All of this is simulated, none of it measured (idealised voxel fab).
Process module in this document: voxel gate over fins
Section cut is 155 nm wide and gridded with 5 nm square cells.
Notation: cross-section as square-cell grid; stated in bands, top first, going down; one or more cell rows per band.
Within each band entry, the heights of the top and of the bottom of the band appear first, in that order and in nm; the materials of the band then follow from left to right, each with its corresponding width in nm. The designation "all across" on a single material indicates that it fills the band from edge to edge; the designation "air" indicates empty space.
Measure heights from 0. That's the level where, below it, the as-received wafer is all one material. The lowest band is bottomless and extends downward; write it as in "0 and below".
Per-row width for "30 to 40": begins at first number (top row of band), ends at second number (bottom row), increment between rows held constant.
"nothing altered" after a step means that no cell of the cross-section changed.
"Closed internal cavities" means: voids of 8 cells or more that are shut off from the top with no open way through. Written width x height at distance, distance from the left edge, in nm.
Text after the settings on a step's line: the simulator's own remark on that step.
The "overlay nm" setting may appear on a step's line; for a step that uses a mask, it gives how far to the right of its planned position the mask lay, and a negative value indicates the left.

Process steps - plan
1: RECEIVE: material Si
2: CONFORMAL_DEP: material SiN, thk nm 10
3: PATTERN: tone cover, mask id FINS, material resist, width nm 15, pitch nm 55, thk nm 15, overlay nm 0
4: DIRECTIONAL_ETCH: etch materials SiN, depth nm 10
5: DIRECTIONAL_ETCH: etch materials Si, depth nm 30
6: STRIP: etch materials resist
7: FILL_DEP: material SiO2, thk nm 15
8: CMP: height nm 10
9: DIRECTIONAL_DEP: material aC, thk nm 15
10: PATTERN: tone open, mask id RAIL, material resist, width nm 15, thk nm 30, overlay nm -15
11: DIRECTIONAL_ETCH: etch materials aC, depth nm 15
12: STRIP: etch materials resist
13: DIRECTIONAL_ETCH: etch materials SiO2, depth nm 35
14: STRIP: etch materials aC
15: CONFORMAL_DEP: material TiN, thk nm 5
16: FILL_DEP: material Ru, thk nm 5
17: CMP: height nm 10
18: SELECTIVE_ETCH: etch materials W Ru TiN, depth nm 30
19: FILL_DEP: material SiO2, thk nm 5
20: CMP: height nm 10
21: SELECTIVE_ETCH: etch materials SiO2, depth nm 20
22: STRIP: etch materials SiN
23: CONFORMAL_DEP: material HfO2, thk nm 5
24: CONFORMAL_DEP: material TiN, thk nm 5
25: FILL_DEP: material W, thk nm 15
26: CMP: height nm 20
27: CONFORMAL_DEP: material SiN, thk nm 10
Wafers differ in overlay nm at step 10; plan lists the first wafer's value; identical starting state.

Cross-section, first of several wafers, as delivered after step 1
  0 and below: Si all across
  Closed internal cavities: none

End of the module, past its last step, step 27: how the first of several wafers looks in cross-section
  30 down to 20: SiN all across
  20 down to 10: W all across
  10 down to 5: 5 W, 35 TiN, 20 W, 35 TiN, 20 W, 35 TiN, 5 W
  5 down to 0: 5 W, 5 TiN, 25 HfO2, 5 TiN, 20 W, 5 TiN, 25 HfO2, 5 TiN, 20 W, 5 TiN, 25 HfO2, 5 TiN, 5 W
  0 down to -5: 10 TiN, 5 HfO2, 15 Si, 5 HfO2, 30 TiN, 5 HfO2, 15 Si, 5 HfO2, 30 TiN, 5 HfO2, 15 Si, 5 HfO2, 10 TiN
  -5 down to -10: 15 HfO2, 15 Si, 40 HfO2, 15 Si, 40 HfO2, 15 Si, 15 HfO2
  -10 down to -20: 15 SiO2, 15 Si, 40 SiO2, 15 Si, 40 SiO2, 15 Si, 15 SiO2
  -20 down to -25: 15 SiO2, 15 Si, 10 TiN, 30 SiO2, 15 Si, 40 SiO2, 15 Si, 15 SiO2
  -25 down to -30: 15 SiO2, 15 Si, 40 SiO2, 15 Si, 40 SiO2, 15 Si, 15 SiO2
  -30 and below: Si all across
  Closed internal cavities: none

Final wafer cross-section at module end
  30 down to 20: SiN all across
  20 down to 10: W all across
  10 down to 5: 5 W, 35 TiN, 20 W, 35 TiN, 20 W, 35 TiN, 5 W
  5 down to 0: 5 W, 5 TiN, 25 HfO2, 5 TiN, 20 W, 5 TiN, 25 HfO2, 5 TiN, 20 W, 5 TiN, 25 HfO2, 5 TiN, 5 W
  0 down to -5: 10 TiN, 5 HfO2, 15 Si, 5 HfO2, 30 TiN, 5 HfO2, 15 Si, 5 HfO2, 30 TiN, 5 HfO2, 15 Si, 5 HfO2, 10 TiN
  -5 down to -10: 15 HfO2, 15 Si, 40 HfO2, 15 Si, 40 HfO2, 15 Si, 15 HfO2
  -10 down to -20: 15 SiO2, 15 Si, 40 SiO2, 15 Si, 40 SiO2, 15 Si, 15 SiO2
  -20 down to -25: 15 SiO2, 15 Si, 25 SiO2, 15 TiN, 15 Si, 40 SiO2, 15 Si, 15 SiO2
  -25 down to -30: 15 SiO2, 15 Si, 40 SiO2, 15 Si, 40 SiO2, 15 Si, 15 SiO2
  -30 and below: Si all across
  Closed internal cavities: none

Wafer rows; end of module; cells per material since receipt: (+) gained, (-) lost; then closed voids
overlay nm -15 | +43 HfO2 | -132 Si | +62 SiN | +86 SiO2 | +45 TiN | +82 W | Closed internal cavities: none
overlay nm -10 | +43 HfO2 | -132 Si | +62 SiN | +85 SiO2 | +46 TiN | +82 W | Closed internal cavities: none
overlay nm -5 | +43 HfO2 | -132 Si | +62 SiN | +85 SiO2 | +46 TiN | +82 W | Closed internal cavities: none
overlay nm 0 | +43 HfO2 | -132 Si | +62 SiN | +85 SiO2 | +46 TiN | +82 W | Closed internal cavities: none
overlay nm 5 | +43 HfO2 | -132 Si | +62 SiN | +85 SiO2 | +46 TiN | +82 W | Closed internal cavities: none
overlay nm 10 | +43 HfO2 | -132 Si | +62 SiN | +85 SiO2 | +46 TiN | +82 W | Closed internal cavities: none
overlay nm 15 | +43 HfO2 | -132 Si | +62 SiN | +85 SiO2 | +46 TiN | +82 W | Closed internal cavities: none
